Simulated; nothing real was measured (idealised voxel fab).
Module name: voxel self aligned vias (process module)
Section cut is 165 nm wide and gridded with 5 nm square cells.
Just so we're on the same page, the cross-sections are grids of square cells, and they're listed out in bands top to bottom, each band one or more rows deep.
The entry gives the band's vertical extent as a top height and a bottom height in nm, then its horizontal make-up as materials from left to right, each with a width in nm. "empty" stands for empty space; a single material marked "edge to edge" fills the band edge to edge.
Height 0 is the level under which the wafer as received is all one material. The lowest band goes on downwards, as in "0 nm and below".
Per-row width for "30->40": begins at first number (top row of band), ends at second number (bottom row), increment between rows held constant.
The designation "identical to before", where it is given for a processing step, indicates that no cell of the cross-section was altered in the course of that step.
Empty spaces without an open route to the top, at least 8 cells in extent, make up the entry "Voids, fully enclosed"; each is given as width x height at distance, where the distance is measured from the left edge, and all are in nm.
That trailing text on a step's line, after the settings, is the simulator's own remark on the step.
overlay nm: how far to the right of its planned place the mask lay on this masked step (negative: to the left).
# Planned step list for the process
1) RECEIVE (material Si)
2) CONFORMAL_DEP (material SiO2; thk nm 15)
3) CONFORMAL_DEP (material SiCN; thk nm 5)
4) DIRECTIONAL_DEP (material SiO2; thk nm 20)
5) MASKED_ETCH (tone open; mask id LINES; width nm 20; pitch nm 55; etch materials SiO2; depth nm 20; overlay nm 0)
6) CONFORMAL_DEP (material TiN; thk nm 5)
7) FILL_DEP (material Ru; thk nm 5)
8) CMP (height nm 40)
9) SELECTIVE_ETCH (etch materials W Ru TiN; depth nm 5)
10) FILL_DEP (material SiN; thk nm 10)
11) CMP (height nm 40)
12) DIRECTIONAL_DEP (material SiO2; thk nm 20)
13) DIRECTIONAL_DEP (material aC; thk nm 10)
14) PATTERN (tone open; mask id VIAS; material resist; width nm 30; thk nm 30; overlay nm 0)
15) DIRECTIONAL_ETCH (etch materials aC; depth nm 10)
16) STRIP (etch materials resist)
17) DIRECTIONAL_ETCH (etch materials SiO2; depth nm 20)
18) DIRECTIONAL_ETCH (etch materials SiN; depth nm 5)
19) STRIP (etch materials aC)
20) CONFORMAL_DEP (material TiN; thk nm 5)
21) FILL_DEP (material Cu; thk nm 5)
22) CMP (height nm 60)
23) CONFORMAL_DEP (material SiCN; thk nm 5)
# Wafer at receipt (post step 1), cross-section
> 0 nm and below  Si edge to edge
> Voids, fully enclosed: none
# Cross-sectional view of the first of the two wafers upon completion of the module, processed in accordance with the plan
> 65 nm to 60 nm  SiCN edge to edge
> 60 nm to 45 nm  SiO2: 40  TiN: 5  Cu: 20  TiN: 5  SiO2: 95
> 45 nm to 40 nm  SiO2: 40  TiN: 10  Cu: 10  TiN: 10  SiO2: 95
> 40 nm to 35 nm  SiO2: 45  TiN: 20  SiO2: 35  SiN: 20  SiO2: 45
> 35 nm to 25 nm  SiO2: 45  TiN: 5  Ru: 10  TiN: 5  SiO2: 35  TiN: 5  Ru: 10  TiN: 5  SiO2: 45
> 25 nm to 20 nm  SiO2: 45  TiN: 20  SiO2: 35  TiN: 20  SiO2: 45
> 20 nm to 15 nm  SiCN edge to edge
> 15 nm to 0 nm  SiO2 edge to edge
> 0 nm and below  Si edge to edge
> Voids, fully enclosed: none
# So this is wafer number two of the two, cut at the end of the module - it started where the first did and had the same plan, we just got one thing wrong running it
> 65 nm to 60 nm  SiCN edge to edge
> 60 nm to 45 nm  SiO2: 40  TiN: 5  Cu: 25  TiN: 5  SiO2: 90
> 45 nm to 40 nm  SiO2: 40  TiN: 10  Cu: 10  TiN: 15  SiO2: 90
> 40 nm to 35 nm  SiO2: 45  TiN: 20  SiO2: 35  SiN: 20  SiO2: 45
> 35 nm to 25 nm  SiO2: 45  TiN: 5  Ru: 10  TiN: 5  SiO2: 35  TiN: 5  Ru: 10  TiN: 5  SiO2: 45
> 25 nm to 20 nm  SiO2: 45  TiN: 20  SiO2: 35  TiN: 20  SiO2: 45
> 20 nm to 15 nm  SiCN edge to edge
> 15 nm to 0 nm  SiO2 edge to edge
> 0 nm and below  Si edge to edge
> Voids, fully enclosed: none
Misprocessing identified: step 14, actual vs plan mismatch, actual run PATTERN (tone open; mask id VIAS; material resist; width nm 35; thk nm 30; overlay nm 0)
Heads up, by the end the second wafer has more or fewer cells of some materials compared to the first: Cu: 3 more, SiO2: 4 fewer, TiN: 1 more
